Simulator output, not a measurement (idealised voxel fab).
process module | voxel capacitor over wiring
cross-section cut | 165 nm wide | cells 5 nm
A cross-section is a grid of square cells, given in bands from the top down. A band is one or more rows of cells.
Each band's line starts with the height of the band's top and of its bottom, in nm. Then come its materials from left to right, each with its width in nm. One material with "throughout" fills the band from edge to edge. "air" is empty space.
Height 0 is the level under which the wafer as received is all one material. The lowest band goes on downwards, as in "0 down".
A width such as "30 to 40" changes by the same amount from each row of cells to the next, from the band's top row to its bottom row.
"no change" after a step means that no cell of the cross-section changed.
closed voids: empty space of 8 cells or more with no open way to the top, each as width x height at its distance from the left edge, in nm
after a step's settings: what the simulator itself notes on the step
overlay nm, on a step with a mask: how far to the right of its planned place the mask lay; to the left if negative
plan
1 op RECEIVE | material Si
2 op CONFORMAL_DEP | material SiO2 | thk nm 10
3 op DIRECTIONAL_DEP | material TiN | thk nm 5
4 op DIRECTIONAL_DEP | material W | thk nm 15
5 op MASKED_ETCH | tone cover | mask id METAL_1 | width nm 25 | pitch nm 75 | etch materials W | depth nm 15 | overlay nm 0
6 op MASKED_ETCH | tone cover | mask id METAL_1 | width nm 25 | pitch nm 75 | etch materials TiN | depth nm 5 | overlay nm 0
7 op FILL_DEP | material lowk | thk nm 5
8 op CMP | height nm 25
9 op CONFORMAL_DEP | material SiCN | thk nm 5
10 op DIRECTIONAL_DEP | material lowk | thk nm 20
11 op PATTERN | tone open | mask id PLUG_1 | material resist | width nm 15 | thk nm 15 | overlay nm 0
12 op DIRECTIONAL_ETCH | etch materials lowk | depth nm 20
13 op DIRECTIONAL_ETCH | etch materials SiCN | depth nm 5
14 op STRIP | etch materials resist
15 op EPI | material Ru | thk nm 10
16 op EPI | material Ru | thk nm 10
17 op EPI | material Ru | thk nm 5
18 op DIRECTIONAL_DEP | material TiN | thk nm 5
19 op DIRECTIONAL_DEP | material HfO2 | thk nm 5
20 op DIRECTIONAL_DEP | material TiN | thk nm 5
21 op PATTERN | tone cover | mask id UPPER_PLATE | material resist | width nm 55 | thk nm 15 | overlay nm 0
22 op DIRECTIONAL_ETCH | etch materials TiN | depth nm 5
23 op DIRECTIONAL_ETCH | etch materials HfO2 | depth nm 5
24 op STRIP | etch materials resist
25 op PATTERN | tone cover | mask id LOWER_PLATE | material resist | width nm 65 | thk nm 15 | overlay nm 0
26 op DIRECTIONAL_ETCH | etch materials TiN | depth nm 5
27 op STRIP | etch materials resist
28 op FILL_DEP | material SiO2 | thk nm 15
29 op CMP | height nm 80
30 op PATTERN | tone open | mask id PLUG_2 | material resist | width nm 15 | thk nm 15 | overlay nm 0
31 op DIRECTIONAL_ETCH | etch materials SiO2 | depth nm 10
32 op STRIP | etch materials resist
33 op CONFORMAL_DEP | material TiN | thk nm 5
34 op FILL_DEP | material Ru | thk nm 5
35 op CMP | height nm 80
36 op CONFORMAL_DEP | material SiCN | thk nm 5
varied across the wafers: height nm of step 8. The plan shows the first wafer's value. All wafers start alike
first wafer as received, after step 1
  0 down: Si throughout
  closed voids: none
each wafer at the end: cells of each material gained (+) or lost (-) since it was received, then its closed voids
height nm 25 | +11 HfO2 | +16 Ru | +63 SiCN | +223 SiO2 | +39 TiN | +20 W | +189 lowk | closed voids: none
height nm 30 | +11 HfO2 | +16 Ru | +63 SiCN | +190 SiO2 | +39 TiN | +30 W | +212 lowk | closed voids: none
height nm 35 | +11 HfO2 | +63 SiCN | +174 SiO2 | +38 TiN | +30 W | +245 lowk | closed voids: none
